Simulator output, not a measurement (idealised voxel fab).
You're looking at the process module voxel wiring stack.
We display cut, a cross-section 190 nm in width whose square cells are each 5 nm.
A cross-section in this document is a grid of square cells, and it is written down as bands, the top band listed before the ones below it; a band is made up of one or more rows of cells.
Each band's line starts with the height of the band's top and of its bottom, in nm. Then come its materials from left to right, each with its width in nm. One material with "everywhere" fills the band from edge to edge. "blank" is empty space.
Heights from 0 (as-received wafer is one material below). Bottom band endless downward, as "0 and below".
Read "30->40" as a graded width: first number on top, second number at the bottom, same change between each pair of neighbouring rows.
"no modification" means the step left every cell of the cross-section as it was.
If an empty space has no open way to the top and is at least 8 cells in size, "Closed void catalog" lists it, written width x height at distance, where distance is measured from the left edge and every value is in nm.
On each step's line, the part that comes after the settings is the simulator's own comment on the step.
If you see "overlay nm" on a step's line and that step has a mask, it's telling you how far right of where it was planned the mask ended up; a negative number means it went left instead.
Guide to the pairs. Each holds a before and an after cross-section around one process step; the after cross-section is cut off at the lowest band that changed. Look under the pair for the step between them and its settings. Pairs can come from different runs of this module on the same starting wafer, so a pair follows on from the one above it only where its entry headed "Pre-process cross-section" says it does.
Pre-process cross-section
- 90 down to 65 = W: 50  blank: 30  W: 25  blank: 30  W: 55
- 65 down to 60 = TiN: 50  blank: 30  TiN: 25  blank: 30  TiN: 55
- 60 down to 50 = lowk: 50  Ru: 15  lowk: 40  Ru: 15  lowk: 70
- 50 down to 40 = SiCN: 50->45  Ru: 15->40  SiCN: 40->15  Ru: 15->40  SiCN: 70->50
- 40 down to 15 = SiO2: 50  TiN: 5  Cu: 20  TiN: 5  SiO2: 25  TiN: 5  Cu: 20  TiN: 5  SiO2: 55
- 15 down to 10 = SiCN: 50  TiN: 30  SiCN: 25  TiN: 30  SiCN: 55
- 10 down to 0 = SiO2 everywhere
- 0 and below = Si everywhere
- Closed void catalog: none
Resultant Cross-Section
- 95 down to 90 = SiCN: 55  blank: 20  SiCN: 35  blank: 20  SiCN: 60
- 90 down to 65 = W: 50  SiCN: 5  blank: 20  SiCN: 5  W: 25  SiCN: 5  blank: 20  SiCN: 5  W: 55
- 65 down to 60 = TiN: 50  SiCN: 30  TiN: 25  SiCN: 30  TiN: 55
- Everything below 60 is unchanged.
- Closed void catalog: none
The process step separating the two cross-sections depicted above is as follows: CONFORMAL_DEP [material SiCN] [thk nm 5]
Pre-process cross-section: the state before this step is the cross-section shown after the step in the pair just above.
Resultant Cross-Section
- 100 down to 95 = lowk everywhere
- 95 down to 90 = SiCN: 55  lowk: 20  SiCN: 35  lowk: 20  SiCN: 60
- 90 down to 65 = W: 50  SiCN: 5  lowk: 20  SiCN: 5  W: 25  SiCN: 5  lowk: 20  SiCN: 5  W: 55
- Everything below 65 is unchanged.
- Closed void catalog: none
The process step separating the two cross-sections depicted above is as follows: FILL_DEP [material lowk] [thk nm 5]
Pre-process cross-section: the state before this step is the cross-section shown after the step in the pair just above.
Resultant Cross-Section
- 90 down to 65 = W: 50  SiCN: 5  lowk: 20  SiCN: 5  W: 25  SiCN: 5  lowk: 20  SiCN: 5  W: 55
- Everything below 65 is unchanged.
- Closed void catalog: none
The process step separating the two cross-sections depicted above is as follows: CMP [height nm 90]
Pre-process cross-section: the state before this step is the cross-section shown after the step in the pair just above.
Resultant Cross-Section
- 95 down to 90 = SiCN everywhere
- Everything below 90 is unchanged.
- Closed void catalog: none
The process step separating the two cross-sections depicted above is as follows: CONFORMAL_DEP [material SiCN] [thk nm 5]
Pre-process cross-section: the state before this step is the cross-section shown after the step in the pair just above.
Resultant Cross-Section
- 110 down to 95 = lowk everywhere
- Everything below 95 is unchanged.
- Closed void catalog: none
The process step separating the two cross-sections depicted above is as follows: DIRECTIONAL_DEP [material lowk] [thk nm 15]
Pre-process cross-section: the state before this step is the cross-section shown after the step in the pair just above.
Resultant Cross-Section
- 125 down to 110 = aC everywhere
- Everything below 110 is unchanged.
- Closed void catalog: none
The process step separating the two cross-sections depicted above is as follows: DIRECTIONAL_DEP [material aC] [thk nm 15]
Pre-process cross-section: the state before this step is the cross-section shown after the step in the pair just above.
Resultant Cross-Section
- 155 down to 125 = resist: 50  blank: 15  resist: 125
- Everything below 125 is unchanged.
- Closed void catalog: none
The process step separating the two cross-sections depicted above is as follows: PATTERN [tone open] [mask id PLUG_2] [material resist] [width nm 15] [thk nm 30] [overlay nm 0]
Pre-process cross-section: the state before this step is the cross-section shown after the step in the pair just above.
Resultant Cross-Section
- 140 down to 125 = resist: 50  blank: 15  resist: 125
- 125 down to 110 = aC: 50  blank: 15  aC: 125
- Everything below 110 is unchanged.
- Closed void catalog: none
The process step separating the two cross-sections depicted above is as follows: DIRECTIONAL_ETCH [etch materials aC] [depth nm 15]
Pre-process cross-section: the state before this step is the cross-section shown after the step in the pair just above.
Resultant Cross-Section
- 125 down to 110 = aC: 50  blank: 15  aC: 125
- Everything below 110 is unchanged.
- Closed void catalog: none
The process step separating the two cross-sections depicted above is as follows: STRIP [etch materials resist]
Pre-process cross-section: the state before this step is the cross-section shown after the step in the pair just above.
Resultant Cross-Section
- 125 down to 110 = aC: 50  blank: 15  aC: 125
- 110 down to 95 = lowk: 50  blank: 15  lowk: 125
- Everything below 95 is unchanged.
- Closed void catalog: none
The process step separating the two cross-sections depicted above is as follows: DIRECTIONAL_ETCH [etch materials lowk] [depth nm 15]
Pre-process cross-section: the state before this step is the cross-section shown after the step in the pair just above.
Resultant Cross-Section
- 125 down to 110 = aC: 50  blank: 15  aC: 125
- 110 down to 95 = lowk: 50  blank: 15  lowk: 125
- 95 down to 90 = SiCN: 50  blank: 15  SiCN: 125
- Everything below 90 is unchanged.
- Closed void catalog: none
The process step separating the two cross-sections depicted above is as follows: DIRECTIONAL_ETCH [etch materials SiCN] [depth nm 5]
Pre-process cross-section: the state before this step is the cross-section shown after the step in the pair just above.
Resultant Cross-Section
- 110 down to 95 = lowk: 50  blank: 15  lowk: 125
- Everything below 95 is unchanged.
- Closed void catalog: none
The process step separating the two cross-sections depicted above is as follows: STRIP [etch materials aC]
Pre-process cross-section: the state before this step is the cross-section shown after the step in the pair just above.
Resultant Cross-Section
- 115 down to 110 = TiN: 50  blank: 15  TiN: 125
- 110 down to 95 = lowk: 50  blank: 15  lowk: 125
- 95 down to 90 = SiCN: 50  TiN: 15  SiCN: 125
- Everything below 90 is unchanged.
- Closed void catalog: none
The process step separating the two cross-sections depicted above is as follows: DIRECTIONAL_DEP [material TiN] [thk nm 5]
Pre-process cross-section: the state before this step is the cross-section shown after the step in the pair just above.
Resultant Cross-Section
- 130 down to 115 = Ru: 50  blank: 15  Ru: 125
- 115 down to 110 = TiN: 50  blank: 15  TiN: 125
- 110 down to 95 = lowk: 50  Ru: 15  lowk: 125
- Everything below 95 is unchanged.
- Closed void catalog: none
The process step separating the two cross-sections depicted above is as follows: DIRECTIONAL_DEP [material Ru] [thk nm 15]
Pre-process cross-section: the state before this step is the cross-section shown after the step in the pair just above.
Resultant Cross-Section
- 145 down to 130 = aC: 50  blank: 15  aC: 125
- 130 down to 125 = Ru: 50  blank: 15  Ru: 125
- 125 down to 115 = Ru: 50  aC: 15  Ru: 125
- 115 down to 110 = TiN: 50  aC: 15  TiN: 125
- Everything below 110 is unchanged.
- Closed void catalog: none
The process step separating the two cross-sections depicted above is as follows: DIRECTIONAL_DEP [material aC] [thk nm 15]
Pre-process cross-section: the state before this step is the cross-section shown after the step in the pair just above.
Resultant Cross-Section
- 175 down to 145 = blank: 50  resist: 30  blank: 25  resist: 30  blank: 55
- 145 down to 130 = aC: 50  resist: 15  aC: 125
- 130 down to 125 = Ru: 50  resist: 15  Ru: 125
- Everything below 125 is unchanged.
- Closed void catalog: none
The process step separating the two cross-sections depicted above is as follows: PATTERN [tone cover] [mask id METAL_3] [material resist] [width nm 30] [pitch nm 55] [thk nm 30] [overlay nm 0]
Pre-process cross-section: the state before this step is the cross-section shown after the step in the pair just above.
Resultant Cross-Section
- 160 down to 145 = blank: 50  resist: 30  blank: 25  resist: 30  blank: 55
- 145 down to 130 = blank: 50  resist: 15  aC: 15  blank: 25  aC: 30  blank: 55
- Everything below 130 is unchanged.
- Closed void catalog: none
The process step separating the two cross-sections depicted above is as follows: DIRECTIONAL_ETCH [etch materials aC] [depth nm 15]
Pre-process cross-section: the state before this step is the cross-section shown after the step in the pair just above.
Resultant Cross-Section
- 145 down to 130 = blank: 65  aC: 15  blank: 25  aC: 30  blank: 55
- 130 down to 125 = Ru: 50  blank: 15  Ru: 125
- Everything below 125 is unchanged.
- Closed void catalog: none
The process step separating the two cross-sections depicted above is as follows: STRIP [etch materials resist]
Pre-process cross-section: the state before this step is the cross-section shown after the step in the pair just above.
Resultant Cross-Section
- 145 down to 130 = blank: 65  aC: 15  blank: 25  aC: 30  blank: 55
- 130 down to 125 = blank: 65  Ru: 15  blank: 25  Ru: 30  blank: 55
- 125 down to 115 = blank: 50  aC: 15  Ru: 15  blank: 25  Ru: 30  blank: 55
- Everything below 115 is unchanged.
- Closed void catalog: none
The process step separating the two cross-sections depicted above is as follows: DIRECTIONAL_ETCH [etch materials Ru] [depth nm 15]
Pre-process cross-section: the state before this step is the cross-section shown after the step in the pair just above.
Resultant Cross-Section
- 145 down to 130 = blank: 65  aC: 15  blank: 25  aC: 30  blank: 55
- 130 down to 125 = blank: 65  Ru: 15  blank: 25  Ru: 30  blank: 55
- 125 down to 115 = blank: 50  aC: 15  Ru: 15  blank: 25  Ru: 30  blank: 55
- 115 down to 110 = blank: 50  aC: 15  TiN: 15  blank: 25  TiN: 30  blank: 55
- Everything below 110 is unchanged.
- Closed void catalog: none
The process step separating the two cross-sections depicted above is as follows: DIRECTIONAL_ETCH [etch materials TiN] [depth nm 5]
Pre-process cross-section: the state before this step is the cross-section shown after the step in the pair just above.
Resultant Cross-Section
- 130 down to 115 = blank: 65  Ru: 15  blank: 25  Ru: 30  blank: 55
- 115 down to 110 = blank: 65  TiN: 15  blank: 25  TiN: 30  blank: 55
- Everything below 110 is unchanged.
- Closed void catalog: none
The process step separating the two cross-sections depicted above is as follows: STRIP [etch materials aC]
Pre-process cross-section: the state before this step is the cross-section shown after the step in the pair just above.
Resultant Cross-Section
- 135 down to 130 = blank: 60  SiN: 25  blank: 15  SiN: 40  blank: 50
- 130 down to 115 = blank: 60  SiN: 5  Ru: 15  SiN: 5  blank: 15  SiN: 5  Ru: 30  SiN: 5  blank: 50
- 115 down to 110 = SiN: 65  TiN: 15  SiN: 25  TiN: 30  SiN: 55
- Everything below 110 is unchanged.
- Closed void catalog: none
The process step separating the two cross-sections depicted above is as follows: CONFORMAL_DEP [material SiN] [thk nm 5]
Pre-process cross-section: the state before this step is the cross-section shown after the step in the pair just above.
Resultant Cross-Section
- 145 down to 135 = SiO2 everywhere
- 135 down to 130 = SiO2: 60  SiN: 25  SiO2: 15  SiN: 40  SiO2: 50
- 130 down to 115 = SiO2: 60  SiN: 5  Ru: 15  SiN: 5  SiO2: 15  SiN: 5  Ru: 30  SiN: 5  SiO2: 50
- Everything below 115 is unchanged.
- Closed void catalog: none
The process step separating the two cross-sections depicted above is as follows: FILL_DEP [material SiO2] [thk nm 10]
Pre-process cross-section: the state before this step is the cross-section shown after the step in the pair just above.
Resultant Cross-Section
- 130 down to 115 = SiO2: 60  SiN: 5  Ru: 15  SiN: 5  SiO2: 15  SiN: 5  Ru: 30  SiN: 5  SiO2: 50
- Everything below 115 is unchanged.
- Closed void catalog: none
The process step separating the two cross-sections depicted above is as follows: CMP [height nm 130]
Pre-process cross-section: the state before this step is the cross-section shown after the step in the pair just above.
Resultant Cross-Section
- 135 down to 130 = SiN everywhere
- Everything below 130 is unchanged.
- Closed void catalog: none
The process step separating the two cross-sections depicted above is as follows: CONFORMAL_DEP [material SiN] [thk nm 5]
